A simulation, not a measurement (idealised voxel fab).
process module | voxel gate over fins
cross-section cut | 250 nm wide | cells 5 nm
A cross-section is a grid of square cells, given in bands from the top down. A band is one or more rows of cells.
Each band's line starts with the height of the band's top and of its bottom, in nm. Then come its materials from left to right, each with its width in nm. One material with "throughout" fills the band from edge to edge. "air" is empty space.
Height 0 is the level under which the wafer as received is all one material. The lowest band goes on downwards, as in "0 down".
A width such as "30 to 40" changes by the same amount from each row of cells to the next, from the band's top row to its bottom row.
"no change" after a step means that no cell of the cross-section changed.
closed voids: empty space of 8 cells or more with no open way to the top, each as width x height at its distance from the left edge, in nm
after a step's settings: what the simulator itself notes on the step
overlay nm, on a step with a mask: how far to the right of its planned place the mask lay; to the left if negative
plan
1 op RECEIVE | material Si
2 op CONFORMAL_DEP | material SiN | thk nm 5
3 op DIRECTIONAL_DEP | material aC | thk nm 15
4 op PATTERN | tone cover | mask id FINS | material resist | width nm 15 | pitch nm 50 | thk nm 30 | overlay nm 0
5 op DIRECTIONAL_ETCH | etch materials aC | depth nm 15
6 op STRIP | etch materials resist
7 op DIRECTIONAL_ETCH | etch materials SiN | depth nm 5
8 op DIRECTIONAL_ETCH | etch materials Si | depth nm 40
9 op STRIP | etch materials aC
10 op FILL_DEP | material SiO2 | thk nm 15
11 op CMP | height nm 5
12 op DIRECTIONAL_DEP | material aC | thk nm 10
13 op PATTERN | tone open | mask id RAIL | material resist | width nm 15 | thk nm 25 | overlay nm 0
14 op DIRECTIONAL_ETCH | etch materials aC | depth nm 10
15 op STRIP | etch materials resist
16 op DIRECTIONAL_ETCH | etch materials SiO2 | depth nm 40
17 op STRIP | etch materials aC
18 op CONFORMAL_DEP | material TiN | thk nm 5
19 op FILL_DEP | material Ru | thk nm 5
20 op CMP | height nm 5
21 op SELECTIVE_ETCH | etch materials W Ru TiN | depth nm 20
22 op FILL_DEP | material SiO2 | thk nm 5
23 op CMP | height nm 5
24 op SELECTIVE_ETCH | etch materials SiO2 | depth nm 15
25 op STRIP | etch materials SiN
26 op CONFORMAL_DEP | material HfO2 | thk nm 5
27 op CONFORMAL_DEP | material TiN | thk nm 5
28 op FILL_DEP | material W | thk nm 15
29 op CMP | height nm 20
30 op CONFORMAL_DEP | material SiN | thk nm 5
varied across the wafers: width nm of step 4. The plan shows the first wafer's value. All wafers start alike
first wafer as received, after step 1
  0 down: Si throughout
  closed voids: none
first wafer at the end, after step 30
  25 to 20: SiN throughout
  20 to 10: W throughout
  10 to 5: W 55 | TiN 35 | W 15 | TiN 35 | W 15 | TiN 35 | W 60
  5 to 0: W 55 | TiN 5 | HfO2 25 | TiN 5 | W 15 | TiN 5 | HfO2 25 | TiN 5 | W 15 | TiN 5 | HfO2 25 | TiN 5 | W 60
  0 to -5: TiN 60 | HfO2 5 | Si 15 | HfO2 5 | TiN 25 | HfO2 5 | Si 15 | HfO2 5 | TiN 25 | HfO2 5 | Si 15 | HfO2 5 | TiN 65
  -5 to -10: HfO2 65 | Si 15 | HfO2 35 | Si 15 | HfO2 35 | Si 15 | HfO2 70
  -10 to -15: SiO2 65 | Si 15 | SiO2 35 | Si 15 | SiO2 35 | Si 15 | SiO2 70
  -15 to -30: SiO2 65 | Si 15 | SiO2 10 | TiN 5 | Ru 5 | TiN 5 | SiO2 10 | Si 15 | SiO2 35 | Si 15 | SiO2 70
  -30 to -35: SiO2 65 | Si 15 | SiO2 10 | TiN 15 | SiO2 10 | Si 15 | SiO2 35 | Si 15 | SiO2 70
  -35 to -40: SiO2 65 | Si 15 | SiO2 35 | Si 15 | SiO2 35 | Si 15 | SiO2 70
  -40 down: Si throughout
  closed voids: none
last wafer at the end
  25 to 20: SiN throughout
  20 to 10: W throughout
  10 to 5: W 50 | TiN 150 | W 50
  5 to 0: W 50 | TiN 5 | HfO2 40 | TiN 10 | HfO2 40 | TiN 10 | HfO2 40 | TiN 5 | W 50
  0 to -5: TiN 55 | HfO2 5 | Si 30 | HfO2 5 | TiN 10 | HfO2 5 | Si 30 | HfO2 5 | TiN 10 | HfO2 5 | Si 30 | HfO2 5 | TiN 55
  -5 to -10: HfO2 60 | Si 30 | HfO2 20 | Si 30 | HfO2 20 | Si 30 | HfO2 60
  -10 to -15: SiO2 60 | Si 30 | SiO2 20 | Si 30 | SiO2 20 | Si 30 | SiO2 60
  -15 to -30: SiO2 60 | Si 30 | TiN 5 | Ru 5 | TiN 5 | SiO2 5 | Si 30 | SiO2 20 | Si 30 | SiO2 60
  -30 to -35: SiO2 60 | Si 30 | TiN 15 | SiO2 5 | Si 30 | SiO2 20 | Si 30 | SiO2 60
  -35 to -40: SiO2 60 | Si 30 | SiO2 20 | Si 30 | SiO2 20 | Si 30 | SiO2 60
  -40 down: Si throughout
  closed voids: none
each wafer at the end: cells of each material gained (+) or lost (-) since it was received, then its closed voids
width nm 15 | +62 HfO2 | +3 Ru | -328 Si | +50 SiN | +234 SiO2 | +71 TiN | +158 W | closed voids: none
width nm 20 | +62 HfO2 | +3 Ru | -304 Si | +50 SiN | +216 SiO2 | +71 TiN | +152 W | closed voids: none
width nm 25 | +62 HfO2 | +3 Ru | -280 Si | +50 SiN | +198 SiO2 | +71 TiN | +146 W | closed voids: none
width nm 30 | +62 HfO2 | +3 Ru | -256 Si | +50 SiN | +180 SiO2 | +71 TiN | +140 W | closed voids: none
